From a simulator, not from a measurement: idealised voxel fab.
This is a process module. Its name is voxel lift off.
This is section cut - it's 260 nm across, gridded in 5 nm square cells.
Cross-section = grid of square cells, listed top down in bands; band = one or more rows.
This entry defines a band. It first specifies the height of the band's top and the height of its bottom in nm, and then specifies the band's materials from left to right, stating each material with its width in nm. The word "all across" identifies a single material that fills the band from edge to edge, while the word "air" identifies empty space.
Basically, 0 is our baseline, since under it the wafer straight out of the box is all one material. The bottom band has no lower end and keeps on going down, so it looks like "0 down".
With a width like "30 to 40", each row of cells in the band differs from the next by the same amount, the top row carrying the first number and the bottom row the second.
Where the words "nothing was modified" appear for a step, the cross-section shows no cell changed by that step; every cell remained as before.
"Enclosed void catalog" means: voids of 8 cells or more that are shut off from the top with no open way through. Written width x height at distance, distance from the left edge, in nm.
On each step's line, the part that comes after the settings is the simulator's own comment on the step.
overlay nm, on a step with a mask: how far to the right of its planned place the mask lay; to the left if negative
[The following list gives the planned process steps]
step 1: RECEIVE with material Si
step 2: CONFORMAL_DEP with material SiN, thk nm 15
step 3: PATTERN with tone open, mask id LINES, material resist, width nm 25, pitch nm 50, thk nm 30, overlay nm 0
step 4: DIRECTIONAL_DEP with material Ru, thk nm 15
step 5: STRIP with etch materials resist
step 6: CONFORMAL_DEP with material SiCN, thk nm 5
[Cross-sectional view of the wafer in its as-received condition, corresponding to the state after step 1]
- 0 down | Si all across
- Enclosed void catalog: none
[What the wafer looks like in cross-section after this module, when it starts as shown above and follows the plan above but one mistake is made in running it]
- 35 to 30 | air 60 nm, then SiCN 35 nm, then air 15 nm, then SiCN 35 nm, then air 15 nm, then SiCN 35 nm, then air 65 nm
- 30 to 20 | air 60 nm, then SiCN 5 nm, then Ru 25 nm, then SiCN 5 nm, then air 15 nm, then SiCN 5 nm, then Ru 25 nm, then SiCN 5 nm, then air 15 nm, then SiCN 5 nm, then Ru 25 nm, then SiCN 5 nm, then air 65 nm
- 20 to 15 | SiCN 65 nm, then Ru 25 nm, then SiCN 25 nm, then Ru 25 nm, then SiCN 25 nm, then Ru 25 nm, then SiCN 70 nm
- 15 to 0 | SiCN all across
- 0 down | Si all across
- Enclosed void catalog: none
Misprocessing identified: heads up, step 2 didn't go per plan, it actually ran as CONFORMAL_DEP with material SiCN, thk nm 15
